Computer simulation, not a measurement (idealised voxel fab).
The document below concerns the process module designated voxel self aligned contacts.
The width of the displayed cross-section, cut, is 175 nm; its cells are square, with a size of 5 nm.
Think of the cross-section as a grid of square cells. We describe it in bands, top to bottom, and each band covers one or more rows of those cells.
Within each band entry, the heights of the top and of the bottom of the band appear first, in that order and in nm; the materials of the band then follow from left to right, each with its corresponding width in nm. The designation "full width" on a single material indicates that it fills the band from edge to edge; the designation "empty" indicates empty space.
Zero point of the height axis is 0; under it, received wafer = one material. Lowest band: continues down indefinitely, "0 and below".
A width given as "30 to 40" starts at the first number in the band's top row and ends at the second number in its bottom row, shifting by an equal amount at every step from row to row.
It should be understood that the words "nothing altered", when stated for a given step, signify that the cross-section underwent no change in any of its cells during that step.
Empty spaces counting at least 8 cells and having no open way to the top are listed in "Trapped cavities". The notation width x height at distance is used for each, the distance being from the left edge and all three values in nm.
On each step's line, the part that comes after the settings is the simulator's own comment on the step.
"overlay nm" answers the question of how far to the right of plan the mask lay on a step that has a mask, and when it is negative the answer is to the left.
**The planned process steps are enumerated hereunder**
step 1: RECEIVE,material Si
step 2: OXIDIZE,depth nm 5
step 3: DIRECTIONAL_DEP,material polySi,thk nm 25
step 4: DIRECTIONAL_DEP,material SiN,thk nm 20
step 5: MASKED_ETCH,tone cover,mask id GATE,width nm 25,pitch nm 65,etch materials SiN,depth nm 20,overlay nm 0
step 6: MASKED_ETCH,tone cover,mask id GATE,width nm 25,pitch nm 65,etch materials polySi,depth nm 25,overlay nm 0
step 7: CONFORMAL_DEP,material SiN,thk nm 10
step 8: DIRECTIONAL_ETCH,etch materials SiN,depth nm 10
step 9: FILL_DEP,material SiO2,thk nm 10
step 10: CMP,height nm 50
step 11: PATTERN,tone open,mask id CONTACT,material resist,width nm 50,thk nm 15,overlay nm 0
step 12: DIRECTIONAL_ETCH,etch materials SiO2,depth nm 55
step 13: STRIP,etch materials resist
step 14: CONFORMAL_DEP,material TiN,thk nm 5
step 15: FILL_DEP,material W,thk nm 10
step 16: CMP,height nm 50
step 17: CONFORMAL_DEP,material SiCN,thk nm 5
**On the first of the two wafers: run conducted according to plan**
**Incoming wafer in cross-section (state: after step 1)**
  0 and below | Si full width
  Trapped cavities: none
**after step 2**
  0 down to -5 | SiO2 full width
  Below a height of -5, the structure has not been altered.
**after step 3**
  25 down to 0 | polySi full width
  Below a height of 0, the structure has not been altered.
**after step 4**
  45 down to 25 | SiN full width
  Below a height of 25, the structure has not been altered.
**after step 5**
  45 down to 25 | empty: 40; SiN: 25; empty: 40; SiN: 25; empty: 45
  Below a height of 25, the structure has not been altered.
**after step 6**
  45 down to 25 | empty: 40; SiN: 25; empty: 40; SiN: 25; empty: 45
  25 down to 0 | empty: 40; polySi: 25; empty: 40; polySi: 25; empty: 45
  Below a height of 0, the structure has not been altered.
**after step 7**
  55 down to 25 | empty: 30; SiN: 45; empty: 20; SiN: 45; empty: 35
  25 down to 10 | empty: 30; SiN: 10; polySi: 25; SiN: 10; empty: 20; SiN: 10; polySi: 25; SiN: 10; empty: 35
  10 down to 0 | SiN: 40; polySi: 25; SiN: 40; polySi: 25; SiN: 45
  Below a height of 0, the structure has not been altered.
**after step 8**
  45 down to 25 | empty: 30; SiN: 45; empty: 20; SiN: 45; empty: 35
  25 down to 0 | empty: 30; SiN: 10; polySi: 25; SiN: 10; empty: 20; SiN: 10; polySi: 25; SiN: 10; empty: 35
  Below a height of 0, the structure has not been altered.
**after step 9**
  55 down to 45 | SiO2 full width
  45 down to 25 | SiO2: 30; SiN: 45; SiO2: 20; SiN: 45; SiO2: 35
  25 down to 0 | SiO2: 30; SiN: 10; polySi: 25; SiN: 10; SiO2: 20; SiN: 10; polySi: 25; SiN: 10; SiO2: 35
  Below a height of 0, the structure has not been altered.
**after step 10**
  50 down to 45 | SiO2 full width
  Below a height of 45, the structure has not been altered.
**after step 11**
  65 down to 50 | resist: 60; empty: 50; resist: 65
  Below a height of 50, the structure has not been altered.
**after step 12**
  65 down to 50 | resist: 60; empty: 50; resist: 65
  50 down to 45 | SiO2: 60; empty: 50; SiO2: 65
  45 down to 25 | SiO2: 30; SiN: 45; empty: 20; SiN: 45; SiO2: 35
  25 down to 0 | SiO2: 30; SiN: 10; polySi: 25; SiN: 10; empty: 20; SiN: 10; polySi: 25; SiN: 10; SiO2: 35
  0 down to -5 | SiO2: 75; empty: 20; SiO2: 80
  Below a height of -5, the structure has not been altered.
**after step 13**
  50 down to 45 | SiO2: 60; empty: 50; SiO2: 65
  Below a height of 45, the structure has not been altered.
**after step 14**
  55 down to 50 | TiN: 65; empty: 40; TiN: 70
  50 down to 45 | SiO2: 60; TiN: 20; empty: 10; TiN: 20; SiO2: 65
  45 down to 25 | SiO2: 30; SiN: 45; TiN: 5; empty: 10; TiN: 5; SiN: 45; SiO2: 35
  25 down to 0 | SiO2: 30; SiN: 10; polySi: 25; SiN: 10; TiN: 5; empty: 10; TiN: 5; SiN: 10; polySi: 25; SiN: 10; SiO2: 35
  0 down to -5 | SiO2: 75; TiN: 20; SiO2: 80
  Below a height of -5, the structure has not been altered.
**after step 15**
  65 down to 55 | W full width
  55 down to 50 | TiN: 65; W: 40; TiN: 70
  50 down to 45 | SiO2: 60; TiN: 20; W: 10; TiN: 20; SiO2: 65
  45 down to 25 | SiO2: 30; SiN: 45; TiN: 5; W: 10; TiN: 5; SiN: 45; SiO2: 35
  25 down to 0 | SiO2: 30; SiN: 10; polySi: 25; SiN: 10; TiN: 5; W: 10; TiN: 5; SiN: 10; polySi: 25; SiN: 10; SiO2: 35
  Below a height of 0, the structure has not been altered.
**after step 16**
  50 down to 45 | SiO2: 60; TiN: 20; W: 10; TiN: 20; SiO2: 65
  Below a height of 45, the structure has not been altered.
**after step 17**
  55 down to 50 | SiCN full width
  Below a height of 50, the structure has not been altered.
**Second of two: same start, same plan, one run error; steps up to and including 4 match the first**
**Second wafer profile in section, at the moment step 5 of the plan was meant to be complete**
  45 down to 25 | SiN: 40; empty: 25; SiN: 40; empty: 25; SiN: 45
  Below a height of 25, the structure has not been altered.
Second wafer profile in section, at the moment step 6 of the plan was meant to be complete: nothing altered
**Second wafer profile in section, at the moment step 7 of the plan was meant to be complete**
  55 down to 35 | SiN: 50; empty: 5; SiN: 60; empty: 5; SiN: 55
  35 down to 25 | SiN full width
  Below a height of 25, the structure has not been altered.
**Second wafer profile in section, at the moment step 8 of the plan was meant to be complete**
  45 down to 25 | SiN: 50; empty: 5; SiN: 60; empty: 5; SiN: 55
  Below a height of 25, the structure has not been altered.
**Second wafer profile in section, at the moment step 9 of the plan was meant to be complete**
  55 down to 45 | SiO2 full width
  45 down to 25 | SiN: 50; SiO2: 5; SiN: 60; SiO2: 5; SiN: 55
  Below a height of 25, the structure has not been altered.
**Second wafer profile in section, at the moment step 10 of the plan was meant to be complete**
  50 down to 45 | SiO2 full width
  Below a height of 45, the structure has not been altered.
**Second wafer profile in section, at the moment step 11 of the plan was meant to be complete**
  65 down to 50 | resist: 60; empty: 50; resist: 65
  Below a height of 50, the structure has not been altered.
**Second wafer profile in section, at the moment step 12 of the plan was meant to be complete**
  65 down to 50 | resist: 60; empty: 50; resist: 65
  50 down to 45 | SiO2: 60; empty: 50; SiO2: 65
  Below a height of 45, the structure has not been altered.
**Second wafer profile in section, at the moment step 13 of the plan was meant to be complete**
  50 down to 45 | SiO2: 60; empty: 50; SiO2: 65
  Below a height of 45, the structure has not been altered.
**Second wafer profile in section, at the moment step 14 of the plan was meant to be complete**
  55 down to 50 | TiN: 65; empty: 40; TiN: 70
  50 down to 45 | SiO2: 60; TiN: 50; SiO2: 65
  Below a height of 45, the structure has not been altered.
**Second wafer profile in section, at the moment step 15 of the plan was meant to be complete**
  65 down to 55 | W full width
  55 down to 50 | TiN: 65; W: 40; TiN: 70
  Below a height of 50, the structure has not been altered.
**Second wafer profile in section, at the moment step 16 of the plan was meant to be complete**
  50 down to 45 | SiO2: 60; TiN: 50; SiO2: 65
  Below a height of 45, the structure has not been altered.
**Second wafer profile in section, at the moment step 17 of the plan was meant to be complete**
  55 down to 50 | SiCN full width
  Below a height of 50, the structure has not been altered.
Against the plan, the run slipped here: contrary to plan, step 5 was performed as MASKED_ETCH,tone open,mask id GATE,width nm 25,pitch nm 65,etch materials SiN,depth nm 20,overlay nm 0
The final cell counts differ between the wafers, with the second having more or fewer of some materials than the first: SiN +20 | SiO2 -105 | TiN -20 | W -20 | polySi +125
